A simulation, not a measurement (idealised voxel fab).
Title: Process Module voxel capacitor over wiring
235 nm wide, 5 nm square cells: that's cross-section cut.
When this document writes out a cross-section, it uses a grid of square cells and lists it as bands, beginning at the top and moving down, with a band standing for one or more rows of cells.
This entry defines a band. It first specifies the height of the band's top and the height of its bottom in nm, and then specifies the band's materials from left to right, stating each material with its width in nm. The word "all across" identifies a single material that fills the band from edge to edge, while the word "blank" identifies empty space.
Convention: height 0 is the level below which the wafer, as received, is all one material. The lowest band does not terminate at the bottom but continues downward, represented as "top 0, no bottom".
So if you see something like "30->40" for the width, read it as the top row of the band sitting at the first number and the bottom row at the second, with every row in between moving by the same amount as the last.
Where the words "nothing different" appear for a step, the cross-section shows no cell changed by that step; every cell remained as before.
Empty spaces counting at least 8 cells and having no open way to the top are listed in "Completely enclosed voids". The notation width x height at distance is used for each, the distance being from the left edge and all three values in nm.
That trailing text on a step's line, after the settings, is the simulator's own remark on the step.
A step's line can hold "overlay nm"; with a mask on that step, the setting says how far right of the planned place the mask lay, while a negative setting says it lay to the left.

### Set out below are the planned steps of the process
| 1 | RECEIVE [material Si] |
| 2 | CONFORMAL_DEP [material SiO2] [thk nm 15] |
| 3 | CONFORMAL_DEP [material SiCN] [thk nm 5] |
| 4 | DIRECTIONAL_DEP [material lowk] [thk nm 20] |
| 5 | DIRECTIONAL_DEP [material aC] [thk nm 10] |
| 6 | PATTERN [tone open] [mask id METAL_1] [material resist] [width nm 25] [pitch nm 85] [thk nm 25] [overlay nm 0] |
| 7 | DIRECTIONAL_ETCH [etch materials aC] [depth nm 10] |
| 8 | STRIP [etch materials resist] |
| 9 | DIRECTIONAL_ETCH [etch materials lowk] [depth nm 20] |
| 10 | DIRECTIONAL_ETCH [etch materials SiCN] [depth nm 5] |
| 11 | STRIP [etch materials aC] |
| 12 | CONFORMAL_DEP [material TiN] [thk nm 5] |
| 13 | FILL_DEP [material Cu] [thk nm 10] |
| 14 | CMP [height nm 40] |
| 15 | CONFORMAL_DEP [material SiCN] [thk nm 5] |
| 16 | DIRECTIONAL_DEP [material SiO2] [thk nm 15] |
| 17 | PATTERN [tone open] [mask id PLUG_1] [material resist] [width nm 15] [thk nm 20] [overlay nm 0] |
| 18 | DIRECTIONAL_ETCH [etch materials SiO2] [depth nm 15] |
| 19 | DIRECTIONAL_ETCH [etch materials SiCN] [depth nm 5] |
| 20 | STRIP [etch materials resist] |
| 21 | CONFORMAL_DEP [material TiN] [thk nm 5] |
| 22 | FILL_DEP [material Ru] [thk nm 10] |
| 23 | CMP [height nm 60] |
| 24 | DIRECTIONAL_DEP [material TiN] [thk nm 5] |
| 25 | DIRECTIONAL_DEP [material HfO2] [thk nm 5] |
| 26 | DIRECTIONAL_DEP [material TiN] [thk nm 5] |
| 27 | PATTERN [tone cover] [mask id UPPER_PLATE] [material resist] [width nm 65] [thk nm 20] [overlay nm 0] |
| 28 | DIRECTIONAL_ETCH [etch materials TiN] [depth nm 5] |
| 29 | DIRECTIONAL_ETCH [etch materials HfO2] [depth nm 5] |
| 30 | STRIP [etch materials resist] |
| 31 | MASKED_ETCH [tone cover] [mask id LOWER_PLATE] [width nm 75] [etch materials TiN] [depth nm 5] [overlay nm 0] |
| 32 | FILL_DEP [material SiO2] [thk nm 15] |
| 33 | CMP [height nm 85] |
| 34 | PATTERN [tone open] [mask id PLUG_2] [material resist] [width nm 15] [thk nm 20] [overlay nm 0] |
| 35 | DIRECTIONAL_ETCH [etch materials SiO2] [depth nm 10] |
| 36 | STRIP [etch materials resist] |
| 37 | CONFORMAL_DEP [material TiN] [thk nm 5] |
| 38 | FILL_DEP [material W] [thk nm 5] |
| 39 | CMP [height nm 85] |
| 40 | CONFORMAL_DEP [material SiN] [thk nm 5] |

### Wafer at receipt (post step 1), cross-section
top 0, no bottom  Si all across
Completely enclosed voids: none

### The first of two wafers, cross-sectioned at the end of the module, with the run proceeding as planned
top 90, bottom 85  SiN all across
top 85, bottom 80  SiO2 (80), TiN (5), W (5), TiN (5), SiO2 (140)
top 80, bottom 70  SiO2 (80->70), TiN (15->65), SiO2 (140->100)
top 70, bottom 65  SiO2 (70), HfO2 (65), SiO2 (100)
top 65, bottom 60  SiO2 (65), TiN (75), SiO2 (95)
top 60, bottom 45  SiO2 (70), TiN (5), Ru (5), TiN (5), SiO2 (150)
top 45, bottom 40  SiCN (70), TiN (15), SiCN (150)
top 40, bottom 20  lowk (60), TiN (5), Cu (15), TiN (5), lowk (60), TiN (5), Cu (15), TiN (5), lowk (65)
top 20, bottom 15  SiCN (60), TiN (25), SiCN (60), TiN (25), SiCN (65)
top 15, bottom 0  SiO2 all across
top 0, no bottom  Si all across
Completely enclosed voids: none

### Cross-sectional view: second of two wafers, end of module; start and plan identical to the first, one mistake in running
top 90, bottom 85  SiN all across
top 85, bottom 80  SiO2 (80), TiN (5), W (5), TiN (5), SiO2 (140)
top 80, bottom 70  SiO2 (80->70), TiN (15->65), SiO2 (140->100)
top 70, bottom 65  SiO2 (70), HfO2 (65), SiO2 (100)
top 65, bottom 60  SiO2 (65), TiN (75), SiO2 (95)
top 60, bottom 45  SiO2 (70), TiN (5), Ru (5), TiN (5), SiO2 (150)
top 45, bottom 40  SiCN (70), TiN (15), SiCN (150)
top 40, bottom 35  lowk (60), TiN (5), Cu (15), TiN (5), lowk (60), TiN (5), Cu (15), TiN (5), lowk (65)
top 35, bottom 30  SiCN (60), TiN (25), SiCN (60), TiN (25), SiCN (65)
top 30, bottom 0  SiO2 all across
top 0, no bottom  Si all across
Completely enclosed voids: none
Run error: heads up, step 2 of the plan got done twice
Wrapping up, a cell-based count of both wafers puts the second over or under the first for these materials: -18 Cu; +141 SiO2; -12 TiN; -111 lowk
